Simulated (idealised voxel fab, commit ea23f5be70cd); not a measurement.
Name of the process module below: voxel quadruple lines
We display cut, a cross-section 285 nm in width whose square cells are each 5 nm.
Bands, listed from the top down, are how a cross-section gets written in this document; the cross-section itself is a grid of square cells, and a band is one or more rows of them.
Heads up on the band format: heights come first, top then bottom, in nm. After that it's the materials left to right, each with its width in nm. A single material flagged "all across" fills the whole band edge to edge, and "blank" means there's empty space there.
Basically, 0 is our baseline, since under it the wafer straight out of the box is all one material. The bottom band has no lower end and keeps on going down, so it looks like "0 -> down".
Width spec "30->40" -> top row of cells at first value, bottom row at second value, equal per-row change in between.
"identical to before" (step): cross-section cells unchanged, all of them.
If an empty space has no open way to the top and is at least 8 cells in size, "Sealed-off cavities" lists it, written width x height at distance, where distance is measured from the left edge and every value is in nm.
Where a step's line continues beyond its settings, the continuation is a remark by the simulator itself on that step.
overlay nm: for a step with a mask, the amount by which the mask lay right of where it was planned; a negative amount means left of it.
# Set out below are the planned steps of the process
1) RECEIVE [material Si]
2) CONFORMAL_DEP [material SiO2] [thk nm 10]
3) DIRECTIONAL_DEP [material W] [thk nm 10]
4) DIRECTIONAL_DEP [material polySi] [thk nm 20]
5) DIRECTIONAL_DEP [material aC] [thk nm 20]
6) PATTERN [tone cover] [mask id MANDREL] [material resist] [width nm 30] [pitch nm 80] [thk nm 25] [overlay nm 0]
7) DIRECTIONAL_ETCH [etch materials aC] [depth nm 20]
8) STRIP [etch materials resist]
9) CONFORMAL_DEP [material SiO2] [thk nm 10]
10) DIRECTIONAL_ETCH [etch materials SiO2] [depth nm 10]
11) STRIP [etch materials aC]
12) DIRECTIONAL_ETCH [etch materials polySi] [depth nm 20]
13) STRIP [etch materials SiO2]
14) CONFORMAL_DEP [material SiCN] [thk nm 10]
15) DIRECTIONAL_ETCH [etch materials SiCN] [depth nm 10]
16) STRIP [etch materials polySi]
17) DIRECTIONAL_ETCH [etch materials W] [depth nm 10]
18) STRIP [etch materials SiCN]
# The cross-section here shows the wafer as received, i.e. in its state after step 1
> 0 -> down: Si all across
> Sealed-off cavities: none
# First of two wafers: cross-section at end of module, run per plan
> 20 -> 10: blank: 65 | W: 10 | blank: 10 | W: 10 | blank: 10 | W: 10 | blank: 10 | W: 10 | blank: 10 | W: 10 | blank: 10 | W: 10 | blank: 10 | W: 10 | blank: 10 | W: 10 | blank: 70
> 10 -> 0: SiO2 all across
> 0 -> down: Si all across
> Sealed-off cavities: none
# Second wafer through the module, sectioned at the end: same beginning and same plan as the first wafer, with one mistake in carrying it out
> 20 -> 10: blank: 65 | W: 10 | blank: 10 | W: 10 | blank: 10 | W: 10 | blank: 10 | W: 10 | blank: 10 | W: 10 | blank: 10 | W: 10 | blank: 10 | W: 10 | blank: 10 | W: 10 | blank: 70
> 10 -> 0: aC all across
> 0 -> down: Si all across
> Sealed-off cavities: none
Heads up, the wafer didn't run the way we planned it: heads up, step 2 didn't go per plan, it actually ran as CONFORMAL_DEP [material aC] [thk nm 10]
In the final state, the cell counts of the second wafer exceed or fall short of those of the first for the following materials: SiO2 -114 | aC +114
